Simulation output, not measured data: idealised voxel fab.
You're looking at the process module voxel transistor to metal.
The width of the displayed cross-section, cut, is 205 nm; its cells are square, with a size of 5 nm.
In what follows, cross-sections appear as grids of square cells, described through bands that run from the top down, where every band is one or more rows of cells. Band entry format. Leading values: height of top, height of bottom, nm. Remainder: materials in left-to-right order, each with its width in nm. Special words: "all across" on a single material, which then fills the band edge to edge; "blank", empty space. We count height from 0. Below that, the starting wafer is all one material. The lowest band never ends at the bottom but goes on down; see "0 down" for how that is written. The width entry "30 to 40" should be interpreted row by row: the top row of cells in the band takes the first number, the bottom row takes the second number, and the change between adjacent rows is uniform throughout. "left unchanged" means the step left every cell of the cross-section as it was. Entry "Non-vented voids" = empty spaces >= 8 cells with no open way to the top; each as width x height at distance, distance from left edge, all nm. Anything after a step's settings on that line? It's the simulator's own note about the step. The optional step-line setting "overlay nm" applies to steps with a mask and quantifies how far to the right of its planned location the mask lay, a negative value indicating leftward placement. Guide to the pairs. Each holds a before and an after cross-section around one process step; the after cross-section is cut off at the lowest band that changed. Look under the pair for the step between them and its settings. Pairs can come from different runs of this module on the same starting wafer, so a pair follows on from the one above it only where its entry headed "Before the process" says it does.
-- Before the process
    40 to 35  55 nm blank | 25 nm TiN | 45 nm blank | 25 nm TiN | 55 nm blank
    35 to 30  55 nm blank | 5 nm TiN | 15 nm SiO2 | 5 nm TiN | 45 nm blank | 5 nm TiN | 15 nm SiO2 | 5 nm TiN | 55 nm blank
    30 to 25  55 nm blank | 5 nm TiN | 15 nm SiO2 | 55 nm TiN | 15 nm SiO2 | 5 nm TiN | 55 nm blank
    25 to 15  55 nm blank | 5 nm TiN | 15 nm SiO2 | 5 nm TiN | 5 nm SiN | 5 nm TiN | 25 nm SiCN | 5 nm TiN | 5 nm SiN | 5 nm TiN | 15 nm SiO2 | 5 nm TiN | 55 nm blank
    15 to 5  55 nm blank | 5 nm TiN | 15 nm SiO2 | 5 nm TiN | 5 nm SiN | 5 nm TiN | 25 nm polySi | 5 nm TiN | 5 nm SiN | 5 nm TiN | 15 nm SiO2 | 5 nm TiN | 55 nm blank
    5 to 0  50 nm blank | 10 nm TiN | 15 nm SiO2 | 5 nm TiN | 5 nm SiN | 5 nm TiN | 25 nm polySi | 5 nm TiN | 5 nm SiN | 5 nm TiN | 15 nm SiO2 | 10 nm TiN | 50 nm blank
    0 to -5  55 nm TiN | 5 nm SiN | 15 nm SiO2 | 5 nm TiN | 5 nm SiN | 5 nm TiN | 25 nm polySi | 5 nm TiN | 5 nm SiN | 5 nm TiN | 15 nm SiO2 | 5 nm SiN | 55 nm TiN
    -5 to -10  60 nm SiO2 | 20 nm pSi | 45 nm SiO2 | 20 nm pSi | 60 nm SiO2
    -10 to -40  60 nm SiO2 | 85 nm Si | 60 nm SiO2
    -40 down  Si all across
    Non-vented voids: none
-- Cut View, Post-Step
    50 to 40  W all across
    40 to 35  55 nm W | 25 nm TiN | 45 nm W | 25 nm TiN | 55 nm W
    35 to 30  55 nm W | 5 nm TiN | 15 nm SiO2 | 5 nm TiN | 45 nm W | 5 nm TiN | 15 nm SiO2 | 5 nm TiN | 55 nm W
    30 to 25  55 nm W | 5 nm TiN | 15 nm SiO2 | 55 nm TiN | 15 nm SiO2 | 5 nm TiN | 55 nm W
    25 to 15  55 nm W | 5 nm TiN | 15 nm SiO2 | 5 nm TiN | 5 nm SiN | 5 nm TiN | 25 nm SiCN | 5 nm TiN | 5 nm SiN | 5 nm TiN | 15 nm SiO2 | 5 nm TiN | 55 nm W
    15 to 5  55 nm W | 5 nm TiN | 15 nm SiO2 | 5 nm TiN | 5 nm SiN | 5 nm TiN | 25 nm polySi | 5 nm TiN | 5 nm SiN | 5 nm TiN | 15 nm SiO2 | 5 nm TiN | 55 nm W
    5 to 0  50 nm W | 10 nm TiN | 15 nm SiO2 | 5 nm TiN | 5 nm SiN | 5 nm TiN | 25 nm polySi | 5 nm TiN | 5 nm SiN | 5 nm TiN | 15 nm SiO2 | 10 nm TiN | 50 nm W
    Under 0: no change, same as before.
    Non-vented voids: none
Between before and after, shown above: FILL_DEP (material W; thk nm 10)
Before the process: the pre-step structure is the one depicted after the step in the pair just above.
-- Cut View, Post-Step
    35 to 30  55 nm W | 5 nm TiN | 15 nm SiO2 | 5 nm TiN | 45 nm W | 5 nm TiN | 15 nm SiO2 | 5 nm TiN | 55 nm W
    Under 30: no change, same as before.
    Non-vented voids: none
Between before and after, shown above: CMP (height nm 35)
Before the process: the pre-step structure is the one depicted after the step in the pair just above.
-- Cut View, Post-Step
    40 to 35  SiCN all across
    Under 35: no change, same as before.
    Non-vented voids: none
Between before and after, shown above: CONFORMAL_DEP (material SiCN; thk nm 5)
Before the process: the pre-step structure is the one depicted after the step in the pair just above.
-- Cut View, Post-Step
    60 to 40  lowk all across
    Under 40: no change, same as before.
    Non-vented voids: none
Between before and after, shown above: DIRECTIONAL_DEP (material lowk; thk nm 20)
Before the process: the pre-step structure is the one depicted after the step in the pair just above.
-- Cut View, Post-Step
    60 to 40  60 nm lowk | 15 nm blank | 55 nm lowk | 15 nm blank | 60 nm lowk
    Under 40: no change, same as before.
    Non-vented voids: none
Between before and after, shown above: MASKED_ETCH (tone open; mask id METAL_1; width nm 15; pitch nm 70; etch materials lowk; depth nm 20; overlay nm 0)
Before the process: the pre-step structure is the one depicted after the step in the pair just above.
-- Cut View, Post-Step
    60 to 40  60 nm lowk | 15 nm blank | 55 nm lowk | 15 nm blank | 60 nm lowk
    40 to 35  60 nm SiCN | 15 nm blank | 55 nm SiCN | 15 nm blank | 60 nm SiCN
    Under 35: no change, same as before.
    Non-vented voids: none
Between before and after, shown above: MASKED_ETCH (tone open; mask id METAL_1; width nm 15; pitch nm 70; etch materials SiCN; depth nm 5; overlay nm 0)
Before the process: the pre-step structure is the one depicted after the step in the pair just above.
-- Cut View, Post-Step
    65 to 60  65 nm TiN | 5 nm blank | 65 nm TiN | 5 nm blank | 65 nm TiN
    60 to 40  60 nm lowk | 5 nm TiN | 5 nm blank | 5 nm TiN | 55 nm lowk | 5 nm TiN | 5 nm blank | 5 nm TiN | 60 nm lowk
    40 to 35  60 nm SiCN | 15 nm TiN | 55 nm SiCN | 15 nm TiN | 60 nm SiCN
    Under 35: no change, same as before.
    Non-vented voids: none
Between before and after, shown above: CONFORMAL_DEP (material TiN; thk nm 5)
Before the process: the pre-step structure is the one depicted after the step in the pair just above.
-- Cut View, Post-Step
    75 to 65  Cu all across
    65 to 60  65 nm TiN | 5 nm Cu | 65 nm TiN | 5 nm Cu | 65 nm TiN
    60 to 40  60 nm lowk | 5 nm TiN | 5 nm Cu | 5 nm TiN | 55 nm lowk | 5 nm TiN | 5 nm Cu | 5 nm TiN | 60 nm lowk
    Under 40: no change, same as before.
    Non-vented voids: none
Between before and after, shown above: FILL_DEP (material Cu; thk nm 10)
Before the process: the pre-step structure is the one depicted after the step in the pair just above.
-- Cut View, Post-Step
    60 to 40  60 nm lowk | 5 nm TiN | 5 nm Cu | 5 nm TiN | 55 nm lowk | 5 nm TiN | 5 nm Cu | 5 nm TiN | 60 nm lowk
    Under 40: no change, same as before.
    Non-vented voids: none
Between before and after, shown above: CMP (height nm 60)
Before the process: the pre-step structure is the one depicted after the step in the pair just above.
-- Cut View, Post-Step
    65 to 60  SiN all across
    Under 60: no change, same as before.
    Non-vented voids: none
Between before and after, shown above: CONFORMAL_DEP (material SiN; thk nm 5)
